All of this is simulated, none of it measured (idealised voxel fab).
The following process module bears the name voxel transistor to metal.
Xsec cut, 140 nm wide, square cell size 5 nm.
Cross-section spec: square-cell grid; bands listed top down; each band is one or more rows.
Basically the band line says how high the top is and how high the bottom is, in nm, and then what's in it from left to right, every material with its width in nm. Empty space shows up as "air", and if a single material carries "throughout" it runs the full band edge to edge.
Counting heights begins at 0, where everything beneath is, in the wafer as received, one material. The lowest band has no bottom; it goes on downwards, as "0 and below" shows.
The expression "30 to 40" gives the width at the extremes of the band, the first number at its top row of cells and the second at its bottom row, with the width changing by equal amounts from each row to the next in between.
Key: "nothing changed" - step with no changed cell in the cross-section.
Listed in "Closed void entries": every empty space of 8 or more cells without an open way to the top. Form: width x height at distance, the distance being from the left edge, all in nm.
It should be noted that, on the line of a given step, the content following the step's settings is a remark produced by the simulator itself with respect to that step.
overlay nm: for a step with a mask, the amount by which the mask lay right of where it was planned; a negative amount means left of it.
[Intended process steps]
1. RECEIVE: material Si
2. CONFORMAL_DEP: material SiO2, thk nm 5
3. CONFORMAL_DEP: material SiN, thk nm 10
4. MASKED_ETCH: tone cover, mask id ACTIVE, width nm 110, etch materials SiN, depth nm 10, overlay nm 0
5. MASKED_ETCH: tone cover, mask id ACTIVE, width nm 110, etch materials SiO2, depth nm 5, overlay nm 0
6. MASKED_ETCH: tone cover, mask id ACTIVE, width nm 110, etch materials Si, depth nm 25, overlay nm 0
7. FILL_DEP: material SiO2, thk nm 10
8. CMP: height nm 15
9. SELECTIVE_ETCH: etch materials SiO2, depth nm 5
10. STRIP: etch materials SiN
11. SELECTIVE_ETCH: etch materials SiO2, depth nm 5
12. OXIDIZE: depth nm 5
13. DIRECTIONAL_DEP: material polySi, thk nm 20
14. DIRECTIONAL_DEP: material SiCN, thk nm 15
15. PATTERN: tone cover, mask id GATE, material resist, width nm 20, thk nm 15, overlay nm -15
16. DIRECTIONAL_ETCH: etch materials SiCN, depth nm 25
17. DIRECTIONAL_ETCH: etch materials polySi, depth nm 30
18. STRIP: etch materials resist
19. CONFORMAL_DEP: material SiN, thk nm 5
20. DIRECTIONAL_ETCH: etch materials SiN, depth nm 5
21. DIRECTIONAL_ETCH: etch materials SiO2, depth nm 5
22. DIRECTIONAL_ETCH: etch materials Si, depth nm 5
23. EPI: material pSi, thk nm 5
24. FILL_DEP: material SiO2, thk nm 10
25. CMP: height nm 35
26. DIRECTIONAL_DEP: material SiO2, thk nm 10
27. DIRECTIONAL_DEP: material aC, thk nm 15
28. PATTERN: tone open, mask id CONTACT, material resist, width nm 30, pitch nm 60, thk nm 35, overlay nm 0
29. DIRECTIONAL_ETCH: etch materials aC, depth nm 15
30. STRIP: etch materials resist
31. DIRECTIONAL_ETCH: etch materials SiO2, depth nm 50
32. STRIP: etch materials aC
33. CONFORMAL_DEP: material TiN, thk nm 5
34. FILL_DEP: material W, thk nm 5
35. CMP: height nm 45
36. DIRECTIONAL_DEP: material TiN, thk nm 5
37. DIRECTIONAL_DEP: material W, thk nm 20
38. MASKED_ETCH: tone cover, mask id METAL_1, width nm 15, pitch nm 75, etch materials W, depth nm 20, overlay nm 0
39. MASKED_ETCH: tone cover, mask id METAL_1, width nm 15, pitch nm 75, etch materials TiN, depth nm 5, overlay nm 0
40. CONFORMAL_DEP: material SiN, thk nm 5
41. FILL_DEP: material SiO2, thk nm 5
42. CMP: height nm 70
43. CONFORMAL_DEP: material SiCN, thk nm 5
Wafer-to-wafer difference: overlay nm, step 15. Common start. Plan = first wafer's value.
[Cross-sectional view of the first of several wafers in the as-received condition, corresponding to the state following step 1]
- 0 and below | Si throughout
- Closed void entries: none
[Here is the cross-section of the first of several wafers at the end of the module, after its last step, step 43]
- 75 down to 70 | SiCN throughout
- 70 down to 50 | 20 SiO2; 5 SiN; 15 W; 5 SiN; 50 SiO2; 5 SiN; 15 W; 5 SiN; 20 SiO2
- 50 down to 45 | 25 SiN; 15 TiN; 60 SiN; 15 TiN; 25 SiN
- 45 down to 35 | 25 SiO2; 5 TiN; 20 to 5 W; 5 to 20 TiN; 30 SiO2; 5 TiN; 20 W; 5 TiN; 25 SiO2
- 35 down to 20 | 25 SiO2; 5 TiN; 5 W; 5 TiN; 5 SiN; 20 SiCN; 5 SiN; 15 SiO2; 5 TiN; 20 W; 5 TiN; 25 SiO2
- 20 down to 5 | 25 SiO2; 5 TiN; 5 W; 5 TiN; 5 SiN; 20 polySi; 5 SiN; 15 SiO2; 5 TiN; 20 W; 5 TiN; 25 SiO2
- 5 down to 0 | 10 SiO2; 5 SiN; 10 SiO2; 15 TiN; 5 SiN; 20 polySi; 5 SiN; 15 SiO2; 5 TiN; 20 W; 5 TiN; 10 SiO2; 5 SiN; 10 SiO2
- 0 down to -5 | 25 SiO2; 10 TiN; 5 pSi; 30 SiO2; 5 pSi; 10 SiO2; 30 TiN; 25 SiO2
- -5 down to -10 | 15 SiO2; 25 pSi; 30 Si; 55 pSi; 15 SiO2
- -10 down to -25 | 15 SiO2; 110 Si; 15 SiO2
- -25 and below | Si throughout
- Closed void entries: none
[Cross-section at module completion, last wafer]
- 75 down to 70 | SiCN throughout
- 70 down to 50 | 20 SiO2; 5 SiN; 15 W; 5 SiN; 50 SiO2; 5 SiN; 15 W; 5 SiN; 20 SiO2
- 50 down to 45 | 25 SiN; 15 TiN; 60 SiN; 15 TiN; 25 SiN
- 45 down to 35 | 25 SiO2; 5 TiN; 20 W; 5 TiN; 30 SiO2; 5 to 20 TiN; 20 to 5 W; 5 TiN; 25 SiO2
- 35 down to 20 | 25 SiO2; 5 TiN; 20 W; 5 TiN; 15 SiO2; 5 SiN; 20 SiCN; 5 SiN; 5 TiN; 5 W; 5 TiN; 25 SiO2
- 20 down to 5 | 25 SiO2; 5 TiN; 20 W; 5 TiN; 15 SiO2; 5 SiN; 20 polySi; 5 SiN; 5 TiN; 5 W; 5 TiN; 25 SiO2
- 5 down to 0 | 10 SiO2; 5 SiN; 10 SiO2; 5 TiN; 20 W; 5 TiN; 15 SiO2; 5 SiN; 20 polySi; 5 SiN; 15 TiN; 10 SiO2; 5 SiN; 10 SiO2
- 0 down to -5 | 25 SiO2; 30 TiN; 10 SiO2; 5 pSi; 30 SiO2; 5 pSi; 10 TiN; 25 SiO2
- -5 down to -10 | 15 SiO2; 55 pSi; 30 Si; 25 pSi; 15 SiO2
- -10 down to -25 | 15 SiO2; 110 Si; 15 SiO2
- -25 and below | Si throughout
- Closed void entries: none
[Heads up, this table goes wafer by wafer. A row tells you, at the end of the module, how many cells of each material that wafer has put on (+) or dropped (-) since it was received, and then its closed voids]
overlay nm -15 | -68 Si | +40 SiCN | +54 SiN | +235 SiO2 | +54 TiN | +71 W | +18 pSi | +16 polySi | Closed void entries: none
overlay nm -10 | -68 Si | +40 SiCN | +54 SiN | +227 SiO2 | +54 TiN | +79 W | +18 pSi | +16 polySi | Closed void entries: none
overlay nm -5 | -68 Si | +40 SiCN | +54 SiN | +219 SiO2 | +54 TiN | +87 W | +18 pSi | +16 polySi | Closed void entries: none
overlay nm 0 | -68 Si | +40 SiCN | +54 SiN | +212 SiO2 | +54 TiN | +94 W | +18 pSi | +16 polySi | Closed void entries: none
overlay nm 5 | -68 Si | +40 SiCN | +54 SiN | +219 SiO2 | +54 TiN | +87 W | +18 pSi | +16 polySi | Closed void entries: none
overlay nm 10 | -68 Si | +40 SiCN | +54 SiN | +227 SiO2 | +54 TiN | +79 W | +18 pSi | +16 polySi | Closed void entries: none
overlay nm 15 | -68 Si | +40 SiCN | +54 SiN | +235 SiO2 | +54 TiN | +71 W | +18 pSi | +16 polySi | Closed void entries: none
